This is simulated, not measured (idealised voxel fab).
Title: Process Module voxel ribs on slabs
260 nm wide, 5 nm square cells: that's cross-section cut.
For the purposes of this document, a cross-section shall be understood as a grid of square cells, specified as bands listed in top-to-bottom order, each band consisting of one or more rows of cells.
Heights first: top, then bottom, in nm. Then materials, left to right, each with a width in nm. "everywhere" on a single material: fills the band edge to edge. "empty": empty space.
Where do heights start? At 0: under that level the wafer as delivered is made of one material only. And the lowest band has no floor; it just carries on downward, as in "0 down".
Width spec "30..40" -> top row of cells at first value, bottom row at second value, equal per-row change in between.
Key: "no modification" - step with no changed cell in the cross-section.
Each empty space that has no open way to the top and spans at least 8 cells appears under "closed voids" as width x height at distance, the distance counted from the left edge, all in nm.
Formally, on a step line, whatever follows the settings is a remark that the simulator itself makes on the step.
The line of a step may include "overlay nm". On a step with a mask, this value is how far to the right of its planned place the mask lay. A negative value means the mask lay to the left.

**Here's what the planned process steps look like**
- 1: RECEIVE (material Si)
- 2: DIRECTIONAL_DEP (material SiO2; thk nm 20)
- 3: DIRECTIONAL_DEP (material SiN; thk nm 15)
- 4: DIRECTIONAL_DEP (material aC; thk nm 10)
- 5: PATTERN (tone cover; mask id RIB; material resist; width nm 20; thk nm 25; overlay nm 0)
- 6: DIRECTIONAL_ETCH (etch materials aC; depth nm 10)
- 7: STRIP (etch materials resist)
- 8: DIRECTIONAL_ETCH (etch materials SiN; depth nm 10)
- 9: STRIP (etch materials aC)
- 10: MASKED_ETCH (tone cover; mask id SLAB; width nm 70; etch materials SiN; depth nm 5; overlay nm 0)
- 11: FILL_DEP (material SiO2; thk nm 20)
- 12: CMP (height nm 45)
- 13: DIRECTIONAL_DEP (material TiN; thk nm 10)
- 14: PATTERN (tone cover; mask id HEATER; material resist; width nm 30; thk nm 15; overlay nm 0)
- 15: DIRECTIONAL_ETCH (etch materials TiN; depth nm 10)
- 16: STRIP (etch materials resist)
- 17: CONFORMAL_DEP (material SiO2; thk nm 10)

**So this is the incoming wafer in cross-section - it's already been through step 1**
	0 down: Si everywhere
	closed voids: none

**The first of the two wafers as seen in cross-section once the module was finished; processing followed the plan**
	65 to 55: empty (105) | SiO2 (50) | empty (105)
	55 to 45: SiO2 (115) | TiN (30) | SiO2 (115)
	45 to 35: SiO2 everywhere
	35 to 25: SiO2 (120) | SiN (20) | SiO2 (120)
	25 to 20: SiO2 (95) | SiN (70) | SiO2 (95)
	20 to 0: SiO2 everywhere
	0 down: Si everywhere
	closed voids: none

**Cross-sectional view: second of two wafers, end of module; start and plan identical to the first, one mistake in running**
	65 to 55: empty (105) | SiO2 (50) | empty (105)
	55 to 45: SiO2 (115) | TiN (30) | SiO2 (115)
	45 to 35: SiO2 everywhere
	35 to 30: SiO2 (95) | SiN (25) | SiO2 (20) | SiN (25) | SiO2 (95)
	30 to 25: SiN (120) | SiO2 (20) | SiN (120)
	25 to 20: SiN everywhere
	20 to 0: SiO2 everywhere
	0 down: Si everywhere
	closed voids: none
Processing error: step 5: run off-plan, actual operation and settings PATTERN (tone open; mask id RIB; material resist; width nm 20; thk nm 25; overlay nm 0)
The closing comparison, in cells, has the second wafer with more or fewer of some materials than the first: +88 SiN; -88 SiO2
